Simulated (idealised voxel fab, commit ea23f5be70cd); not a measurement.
A process module follows: voxel ribs on slabs.
Displayed cross-section: cut, width of 150 nm, square cells sized 5 nm.
A cross-section is a grid of square cells, given in bands from the top down. A band is one or more rows of cells. Quick guide to a band line: top height, bottom height (nm) up front; then every material left to right with its width in nm. Only one material and it's marked "full width"? Then it fills the band edge to edge. And "air" just means empty space. It should be noted that heights are counted from 0, beneath which the wafer as supplied is of one material throughout, and that the lowest band possesses no lower boundary but continues downward, as written in "top 0, no bottom". A two-number width, for instance "30..40", indicates that the width is equal to the first number in the top row of the band and to the second number in the bottom row, and that it changes by a constant amount per row of cells. The designation "nothing was modified", where it is given for a processing step, indicates that no cell of the cross-section was altered in the course of that step. Heads up: "Closed void listing" only lists the empty pockets with no open path to the top that are 8 cells or more, and it writes them as width x height at distance, distance from the left edge, in nm. Whatever follows a step's settings on its line is a remark the simulator itself makes about that step. "overlay nm" denotes, for a step that has a mask, the displacement of the mask to the right of its planned place, with negative values corresponding to the left.
### The planned process steps are enumerated hereunder
1,RECEIVE,material Si
2,DIRECTIONAL_DEP,material SiO2,thk nm 20
3,DIRECTIONAL_DEP,material SiN,thk nm 25
4,PATTERN,tone cover,mask id RIB,material resist,width nm 30,thk nm 20,overlay nm 0
5,DIRECTIONAL_ETCH,etch materials SiN,depth nm 10
6,STRIP,etch materials resist
7,PATTERN,tone cover,mask id SLAB,material resist,width nm 80,thk nm 20,overlay nm 0
8,DIRECTIONAL_ETCH,etch materials SiN,depth nm 15
9,STRIP,etch materials resist
10,FILL_DEP,material SiO2,thk nm 30
11,CMP,height nm 65
12,DIRECTIONAL_DEP,material W,thk nm 5
13,MASKED_ETCH,tone cover,mask id HEATER,width nm 40,etch materials W,depth nm 5,overlay nm 0
14,CONFORMAL_DEP,material SiO2,thk nm 5
### Incoming wafer, cross-sectional view, post step 1
> top 0, no bottom | Si full width
> Closed void listing: none
### The plan above was carried out on the starting structure above with one mistake, and this cross-section shows the wafer at the end of the module
> top 75, bottom 70 | 50 air; 50 SiO2; 50 air
> top 70, bottom 65 | 55 SiO2; 40 W; 55 SiO2
> top 65, bottom 35 | SiO2 full width
> top 35, bottom 20 | 35 SiO2; 25 SiN; 30 SiO2; 25 SiN; 35 SiO2
> top 20, bottom 0 | SiO2 full width
> top 0, no bottom | Si full width
> Closed void listing: none
Heads up, the wafer didn't run the way we planned it: the run placed steps 3 and 4 each in the position the plan gave to the other
